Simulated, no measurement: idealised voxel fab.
Herein follows the process module entitled voxel capacitor over wiring.
Cross-section cut spans 245 nm and uses square cells 5 nm in size.
Cross-section format: a grid of square cells, given as bands from top to bottom; each band is one or more rows of cells.
Band entry format. Leading values: height of top, height of bottom, nm. Remainder: materials in left-to-right order, each with its width in nm. Special words: "full width" on a single material, which then fills the band edge to edge; "air", empty space.
Height is counted from the level 0, under which the received wafer is composed throughout of one material. The lowest of the bands is not closed at the bottom but continues downward, in the notation "0 and below".
So if you see something like "30..40" for the width, read it as the top row of the band sitting at the first number and the bottom row at the second, with every row in between moving by the same amount as the last.
"no modifications" after a step means that no cell of the cross-section changed.
Under "Enclosed void catalog" you'll find the enclosed gaps, the ones with no way out to the top, that are 8 cells or bigger; each reads width x height at distance, with distance counted from the left edge, everything in nm.
Note: text after step settings on the step line = simulator remark on that step.
Each step line may optionally specify "overlay nm", which for a step with a mask gives the rightward distance between the mask's planned place and where it lay, a negative value indicating the leftward direction.

Intended process steps:
| 1 | RECEIVE | material Si |
| 2 | CONFORMAL_DEP | material SiO2 | thk nm 10 |
| 3 | DIRECTIONAL_DEP | material TiN | thk nm 5 |
| 4 | DIRECTIONAL_DEP | material Ru | thk nm 15 |
| 5 | PATTERN | tone cover | mask id METAL_1 | material resist | width nm 20 | pitch nm 85 | thk nm 20 | overlay nm 0 |
| 6 | DIRECTIONAL_ETCH | etch materials Ru | depth nm 15 |
| 7 | DIRECTIONAL_ETCH | etch materials TiN | depth nm 5 |
| 8 | STRIP | etch materials resist |
| 9 | CONFORMAL_DEP | material SiN | thk nm 5 |
| 10 | FILL_DEP | material SiO2 | thk nm 10 |
| 11 | CMP | height nm 30 |
| 12 | CONFORMAL_DEP | material SiCN | thk nm 5 |
| 13 | DIRECTIONAL_DEP | material SiO2 | thk nm 15 |
| 14 | DIRECTIONAL_DEP | material aC | thk nm 10 |
| 15 | PATTERN | tone open | mask id PLUG_1 | material resist | width nm 15 | thk nm 25 | overlay nm 0 |
| 16 | DIRECTIONAL_ETCH | etch materials aC | depth nm 10 |
| 17 | STRIP | etch materials resist |
| 18 | DIRECTIONAL_ETCH | etch materials SiO2 | depth nm 15 |
| 19 | DIRECTIONAL_ETCH | etch materials SiCN | depth nm 5 |
| 20 | STRIP | etch materials aC |
| 21 | EPI | material Ru | thk nm 10 |
| 22 | EPI | material Ru | thk nm 10 |
| 23 | DIRECTIONAL_DEP | material TiN | thk nm 10 |
| 24 | DIRECTIONAL_DEP | material SiN | thk nm 5 |
| 25 | DIRECTIONAL_DEP | material TiN | thk nm 10 |
| 26 | PATTERN | tone cover | mask id UPPER_PLATE | material resist | width nm 70 | thk nm 15 | overlay nm 0 |
| 27 | DIRECTIONAL_ETCH | etch materials TiN | depth nm 10 |
| 28 | DIRECTIONAL_ETCH | etch materials SiN | depth nm 5 |
| 29 | STRIP | etch materials resist |
| 30 | PATTERN | tone cover | mask id LOWER_PLATE | material resist | width nm 80 | thk nm 15 | overlay nm 0 |
| 31 | DIRECTIONAL_ETCH | etch materials TiN | depth nm 10 |
| 32 | STRIP | etch materials resist |
| 33 | FILL_DEP | material SiO2 | thk nm 20 |
| 34 | CMP | height nm 90 |
| 35 | PATTERN | tone open | mask id PLUG_2 | material resist | width nm 15 | thk nm 15 | overlay nm 0 |
| 36 | DIRECTIONAL_ETCH | etch materials SiO2 | depth nm 15 |
| 37 | STRIP | etch materials resist |
| 38 | CONFORMAL_DEP | material TiN | thk nm 5 |
| 39 | FILL_DEP | material W | thk nm 10 |
| 40 | CMP | height nm 90 |
| 41 | CONFORMAL_DEP | material SiN | thk nm 5 |

So this is the incoming wafer in cross-section - it's already been through step 1:
0 and below | Si full width
Enclosed void catalog: none

First of two wafers, end-of-module section, run followed plan:
95 down to 90 | SiN full width
90 down to 80 | 85 SiO2 / 5 TiN / 5 W / 5 TiN / 145 SiO2
80 down to 75 | 85 SiO2 / 15 TiN / 145 SiO2
75 down to 65 | 75 SiO2 / 70 TiN / 100 SiO2
65 down to 60 | 75 SiO2 / 70 SiN / 100 SiO2
60 down to 50 | 70 SiO2 / 80 TiN / 95 SiO2
50 down to 35 | 75 SiO2 / 15 Ru / 155 SiO2
35 down to 30 | 75 SiCN / 15 Ru / 155 SiCN
30 down to 15 | 65 SiO2 / 5 SiN / 20 Ru / 5 SiN / 55 SiO2 / 5 SiN / 20 Ru / 5 SiN / 65 SiO2
15 down to 10 | 70 SiN / 20 TiN / 65 SiN / 20 TiN / 70 SiN
10 down to 0 | SiO2 full width
0 and below | Si full width
Enclosed void catalog: none

Cross-section at end of module for the second wafer of two, which matched the first in starting point and plan and differed by one mistake in its processing:
95 down to 90 | SiN full width
90 down to 80 | 85 SiO2 / 5 TiN / 5 W / 5 TiN / 145 SiO2
80 down to 75 | 85 SiO2 / 15 TiN / 145 SiO2
75 down to 65 | 75 SiO2 / 70 TiN / 100 SiO2
65 down to 55 | 70 SiO2 / 80 TiN / 95 SiO2
55 down to 50 | SiN full width
50 down to 35 | 75 SiO2 / 15 Ru / 155 SiO2
35 down to 30 | 75 SiCN / 15 Ru / 155 SiCN
30 down to 15 | 65 SiO2 / 5 SiN / 20 Ru / 5 SiN / 55 SiO2 / 5 SiN / 20 Ru / 5 SiN / 65 SiO2
15 down to 10 | 70 SiN / 20 TiN / 65 SiN / 20 TiN / 70 SiN
10 down to 0 | SiO2 full width
0 and below | Si full width
Enclosed void catalog: none
What broke from the plan during processing? the run placed steps 23 and 24 each in the position the plan gave to the other
Materials where the second wafer ends with more or fewer cells than the first: +35 SiN | -35 SiO2
